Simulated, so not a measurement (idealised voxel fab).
Process module in this document: voxel ribs on slabs
Cross-section cut spans 295 nm and uses square cells 5 nm in size.
A cross-section is a grid of square cells, given in bands from the top down. A band is one or more rows of cells.
Top height, bottom height, nm. Materials left to right, width each, nm. Single material + "edge to edge" = fills band edge to edge. "air" = empty.
For the purposes of this specification, 0 denotes the height below which the wafer in its as-received condition is composed wholly of one material, and the lowermost band, lacking a lower limit, extends downward without end, as expressed in "0 -> down".
The notation "30..40" denotes a width that varies across the rows of cells in the band, beginning at the first number in the top row, finishing at the second number in the bottom row, and changing by an identical amount from each row to the next.
"no modification", as given for a step, is the statement that not any cell of the cross-section underwent a change during that step.
This entry, "Closed cavity list", enumerates those empty regions of no fewer than 8 cells that possess no open connection to the top. Each region is reported in the form width x height at distance, the distance being taken from the left edge, with all three quantities expressed in nm.
On each step's line, the part that comes after the settings is the simulator's own comment on the step.
On any step carrying a mask, the "overlay nm" setting, if present on the step's line, tells how far right of its planned place the mask lay; negative values point to the left.
Set out below are the planned steps of the process:
1: RECEIVE | material Si
2: DIRECTIONAL_DEP | material SiO2 | thk nm 20
3: DIRECTIONAL_DEP | material SiN | thk nm 15
4: PATTERN | tone cover | mask id RIB | material resist | width nm 25 | thk nm 15 | overlay nm 0
5: DIRECTIONAL_ETCH | etch materials SiN | depth nm 10
6: STRIP | etch materials resist
7: PATTERN | tone cover | mask id SLAB | material resist | width nm 65 | thk nm 15 | overlay nm 0
8: DIRECTIONAL_ETCH | etch materials SiN | depth nm 5
9: STRIP | etch materials resist
10: FILL_DEP | material SiO2 | thk nm 15
11: CMP | height nm 45
12: DIRECTIONAL_DEP | material TiN | thk nm 10
13: MASKED_ETCH | tone cover | mask id HEATER | width nm 35 | etch materials TiN | depth nm 10 | overlay nm 0
14: CONFORMAL_DEP | material SiN | thk nm 5
Same starting wafers, different thk nm at step 14. Plan value belongs to the first wafer.
This is how the first of several wafers looked in cross-section when it arrived, which is after step 1:
* 0 -> down: Si edge to edge
* Closed cavity list: none
First wafer of several, cross-section, module end, after step 14 (last):
* 60 -> 55: air 125 nm / SiN 45 nm / air 125 nm
* 55 -> 50: air 125 nm / SiN 5 nm / TiN 35 nm / SiN 5 nm / air 125 nm
* 50 -> 45: SiN 130 nm / TiN 35 nm / SiN 130 nm
* 45 -> 35: SiO2 edge to edge
* 35 -> 25: SiO2 135 nm / SiN 25 nm / SiO2 135 nm
* 25 -> 20: SiO2 115 nm / SiN 65 nm / SiO2 115 nm
* 20 -> 0: SiO2 edge to edge
* 0 -> down: Si edge to edge
* Closed cavity list: none
The final wafer, sectioned at module end:
* 80 -> 70: air 105 nm / SiN 85 nm / air 105 nm
* 70 -> 55: SiN edge to edge
* 55 -> 45: SiN 130 nm / TiN 35 nm / SiN 130 nm
* 45 -> 35: SiO2 edge to edge
* 35 -> 25: SiO2 135 nm / SiN 25 nm / SiO2 135 nm
* 25 -> 20: SiO2 115 nm / SiN 65 nm / SiO2 115 nm
* 20 -> 0: SiO2 edge to edge
* 0 -> down: Si edge to edge
* Closed cavity list: none
Gained (+) or lost (-) cells of each material since receipt, then closed voids: one row per wafer, at the end of the module:
thk nm 5, +86 SiN, +508 SiO2, +14 TiN, Closed cavity list: none
thk nm 10, +149 SiN, +508 SiO2, +14 TiN, Closed cavity list: none
thk nm 15, +212 SiN, +508 SiO2, +14 TiN, Closed cavity list: none
thk nm 20, +275 SiN, +508 SiO2, +14 TiN, Closed cavity list: none
thk nm 25, +338 SiN, +508 SiO2, +14 TiN, Closed cavity list: none
